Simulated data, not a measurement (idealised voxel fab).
Process module name: voxel lift off
FYI the section here is cut, 280 nm wide, cells are 5 nm squares.
Cross-section spec: square-cell grid; bands listed top down; each band is one or more rows. The band entry comprises the height of the band's top followed by the height of its bottom, expressed in nm, and subsequently the band's materials from left to right, each stated together with its width in nm. Where a single material is marked with the word "all across", that material fills the band from edge to edge. The word "empty" represents empty space. Height reference: 0 = level under which incoming wafer is all one material. Lowest band: no bottom, runs on downward, e.g. "from 0 down". The notation "30..40" denotes a width that varies across the rows of cells in the band, beginning at the first number in the top row, finishing at the second number in the bottom row, and changing by an identical amount from each row to the next. The cross-section has no changed cell in any step marked "everything unchanged". "Non-vented voids" contains a list of empty spaces, each no smaller than 8 cells and without an open way to the top, written in the form width x height at distance with the distance from the left edge and all three in nm. Whatever follows a step's settings on its line is a remark the simulator itself makes about that step. overlay nm: step with mask; distance mask lay right of planned place; negative value = left of planned place.
Plan
1,RECEIVE, material Si
2,CONFORMAL_DEP, material SiN, thk nm 10
3,PATTERN, tone open, mask id LINES, material resist, width nm 15, pitch nm 35, thk nm 25, overlay nm 0
4,DIRECTIONAL_DEP, material Ru, thk nm 10
5,STRIP, etch materials resist
6,CONFORMAL_DEP, material SiO2, thk nm 5
Cross-section: wafer on arrival = after step 1
from 0 down | Si all across
Non-vented voids: none
Final cross-section, module run with one mistake (start and plan as above)
from 25 to 20 | empty 75, then SiO2 25, then empty 10, then SiO2 25, then empty 10, then SiO2 25, then empty 10, then SiO2 25, then empty 75
from 20 to 15 | empty 75, then SiO2 5, then Ru 15, then SiO2 5, then empty 10, then SiO2 5, then Ru 15, then SiO2 5, then empty 10, then SiO2 5, then Ru 15, then SiO2 5, then empty 10, then SiO2 5, then Ru 15, then SiO2 5, then empty 75
from 15 to 10 | SiO2 80, then Ru 15, then SiO2 20, then Ru 15, then SiO2 20, then Ru 15, then SiO2 20, then Ru 15, then SiO2 80
from 10 to 0 | Ru all across
from 0 down | Si all across
Non-vented voids: none
The plan and the run diverged here: step 2 changed vs plan, executed as CONFORMAL_DEP, material Ru, thk nm 10
